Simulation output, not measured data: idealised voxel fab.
process module | voxel wiring stack
cross-section cut | 255 nm wide | cells 5 nm
A cross-section is a grid of square cells, given in bands from the top down. A band is one or more rows of cells.
Each band's line starts with the height of the band's top and of its bottom, in nm. Then come its materials from left to right, each with its width in nm. One material with "throughout" fills the band from edge to edge. "air" is empty space.
Height 0 is the level under which the wafer as received is all one material. The lowest band goes on downwards, as in "0 down".
A width such as "30 to 40" changes by the same amount from each row of cells to the next, from the band's top row to its bottom row.
"no change" after a step means that no cell of the cross-section changed.
closed voids: empty space of 8 cells or more with no open way to the top, each as width x height at its distance from the left edge, in nm
after a step's settings: what the simulator itself notes on the step
overlay nm, on a step with a mask: how far to the right of its planned place the mask lay; to the left if negative
plan
1 op RECEIVE | material Si
2 op CONFORMAL_DEP | material SiO2 | thk nm 10
3 op DIRECTIONAL_DEP | material TiN | thk nm 5
4 op DIRECTIONAL_DEP | material Ru | thk nm 25
5 op PATTERN | tone cover | mask id METAL_1 | material resist | width nm 25 | pitch nm 55 | thk nm 15 | overlay nm 0
6 op DIRECTIONAL_ETCH | etch materials Ru | depth nm 25
7 op DIRECTIONAL_ETCH | etch materials TiN | depth nm 5
8 op STRIP | etch materials resist
9 op FILL_DEP | material SiO2 | thk nm 5
10 op CMP | height nm 40
11 op CONFORMAL_DEP | material SiCN | thk nm 5
12 op DIRECTIONAL_DEP | material lowk | thk nm 20
13 op MASKED_ETCH | tone open | mask id PLUG_1 | width nm 15 | pitch nm 55 | etch materials lowk | depth nm 20 | overlay nm 0
14 op MASKED_ETCH | tone open | mask id PLUG_1 | width nm 15 | pitch nm 55 | etch materials SiCN | depth nm 5 | overlay nm 0
15 op CONFORMAL_DEP | material TiN | thk nm 5
16 op FILL_DEP | material W | thk nm 5
17 op CMP | height nm 65
18 op CONFORMAL_DEP | material SiN | thk nm 5
19 op DIRECTIONAL_DEP | material lowk | thk nm 20
20 op MASKED_ETCH | tone open | mask id METAL_2 | width nm 25 | pitch nm 55 | etch materials lowk | depth nm 20 | overlay nm 0
21 op MASKED_ETCH | tone open | mask id METAL_2 | width nm 25 | pitch nm 55 | etch materials SiN | depth nm 5 | overlay nm 0
22 op CONFORMAL_DEP | material TiN | thk nm 5
23 op FILL_DEP | material Cu | thk nm 10
24 op CMP | height nm 90
25 op CONFORMAL_DEP | material SiCN | thk nm 5
as received, after step 1
  0 down: Si throughout
  closed voids: none
a wafer at the end: this start, this plan, one mistake
  95 to 90: SiCN throughout
  90 to 75: lowk 30 | TiN 5 | Cu 15 | TiN 5 | lowk 30 | TiN 5 | Cu 15 | TiN 5 | lowk 30 | TiN 5 | Cu 15 | TiN 5 | lowk 30 | TiN 5 | Cu 15 | TiN 5 | lowk 35
  75 to 70: lowk 30 | TiN 5 | Cu 10 | TiN 10 | lowk 30 | TiN 5 | Cu 10 | TiN 10 | lowk 30 | TiN 5 | Cu 10 | TiN 10 | lowk 30 | TiN 5 | Cu 10 | TiN 10 | lowk 35
  70 to 65: SiN 30 | TiN 20 | SiN 35 | TiN 20 | SiN 35 | TiN 20 | SiN 35 | TiN 20 | SiN 40
  65 to 45: lowk 30 | TiN 5 | W 5 | TiN 5 | lowk 40 | TiN 5 | W 5 | TiN 5 | lowk 40 | TiN 5 | W 5 | TiN 5 | lowk 40 | TiN 5 | W 5 | TiN 5 | lowk 45
  45 to 40: SiCN 30 | TiN 15 | SiCN 40 | TiN 15 | SiCN 40 | TiN 15 | SiCN 40 | TiN 15 | SiCN 45
  40 to 15: SiO2 30 | Ru 25 | SiO2 30 | Ru 25 | SiO2 30 | Ru 25 | SiO2 30 | Ru 25 | SiO2 35
  15 to 10: SiO2 30 | TiN 25 | SiO2 30 | TiN 25 | SiO2 30 | TiN 25 | SiO2 30 | TiN 25 | SiO2 35
  10 to 0: SiO2 throughout
  0 down: Si throughout
  closed voids: none
what went wrong: step 21 ran as: op MASKED_ETCH | tone open | mask id METAL_2 | width nm 25 | pitch nm 55 | etch materials SiN | depth nm 5 | overlay nm -5
